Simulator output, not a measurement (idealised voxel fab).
A process module follows: voxel gate over fins.
Cross-sectional view cut (width: 300 nm; square cell size: 5 nm).
When this document writes out a cross-section, it uses a grid of square cells and lists it as bands, beginning at the top and moving down, with a band standing for one or more rows of cells.
Basically the band line says how high the top is and how high the bottom is, in nm, and then what's in it from left to right, every material with its width in nm. Empty space shows up as "empty", and if a single material carries "everywhere" it runs the full band edge to edge.
We count height from 0. Below that, the starting wafer is all one material. The lowest band never ends at the bottom but goes on down; see "z 0 and below" for how that is written.
A width given as "30..40" starts at the first number in the band's top row and ends at the second number in its bottom row, shifting by an equal amount at every step from row to row.
The cross-section has no changed cell in any step marked "all unchanged".
Heads up: "Voids, fully enclosed" only lists the empty pockets with no open path to the top that are 8 cells or more, and it writes them as width x height at distance, distance from the left edge, in nm.
That trailing text on a step's line, after the settings, is the simulator's own remark on the step.
On any step carrying a mask, the "overlay nm" setting, if present on the step's line, tells how far right of its planned place the mask lay; negative values point to the left.
**The process steps that were planned are listed below**
step 1: RECEIVE [material Si]
step 2: CONFORMAL_DEP [material SiN] [thk nm 10]
step 3: PATTERN [tone cover] [mask id FINS] [material resist] [width nm 15] [pitch nm 40] [thk nm 15] [overlay nm 0]
step 4: DIRECTIONAL_ETCH [etch materials SiN] [depth nm 10]
step 5: DIRECTIONAL_ETCH [etch materials Si] [depth nm 30]
step 6: STRIP [etch materials resist]
step 7: OXIDIZE [depth nm 5]
step 8: FILL_DEP [material SiO2] [thk nm 15]
step 9: CMP [height nm 10]
step 10: SELECTIVE_ETCH [etch materials SiO2] [depth nm 20]
step 11: STRIP [etch materials SiN]
step 12: CONFORMAL_DEP [material HfO2] [thk nm 5]
step 13: CONFORMAL_DEP [material TiN] [thk nm 5]
step 14: CONFORMAL_DEP [material TiAl] [thk nm 5]
step 15: CONFORMAL_DEP [material TiN] [thk nm 5]
step 16: FILL_DEP [material W] [thk nm 10]
step 17: CMP [height nm 25]
step 18: CONFORMAL_DEP [material SiN] [thk nm 10]
Wafer-to-wafer difference: thk nm, step 13. Common start. Plan = first wafer's value.
**As-received cross-section, first of several wafers, post step 1**
	z 0 and below | Si everywhere
	Voids, fully enclosed: none
**Rows = wafers. At module end, each row lists per material the cells gained (+) or lost (-) since the wafer was received, then the closed voids**
thk nm 5 | +68 HfO2 | -406 Si | +120 SiN | +290 SiO2 | +68 TiAl | +134 TiN | +146 W | Voids, fully enclosed: none
thk nm 10 | +68 HfO2 | -406 Si | +120 SiN | +290 SiO2 | +66 TiAl | +200 TiN | +82 W | Voids, fully enclosed: none
thk nm 15 | +68 HfO2 | -406 Si | +120 SiN | +290 SiO2 | +64 TiAl | +245 TiN | +39 W | Voids, fully enclosed: none
thk nm 20 | +68 HfO2 | -406 Si | +120 SiN | +290 SiO2 | +43 TiAl | +305 TiN | Voids, fully enclosed: none
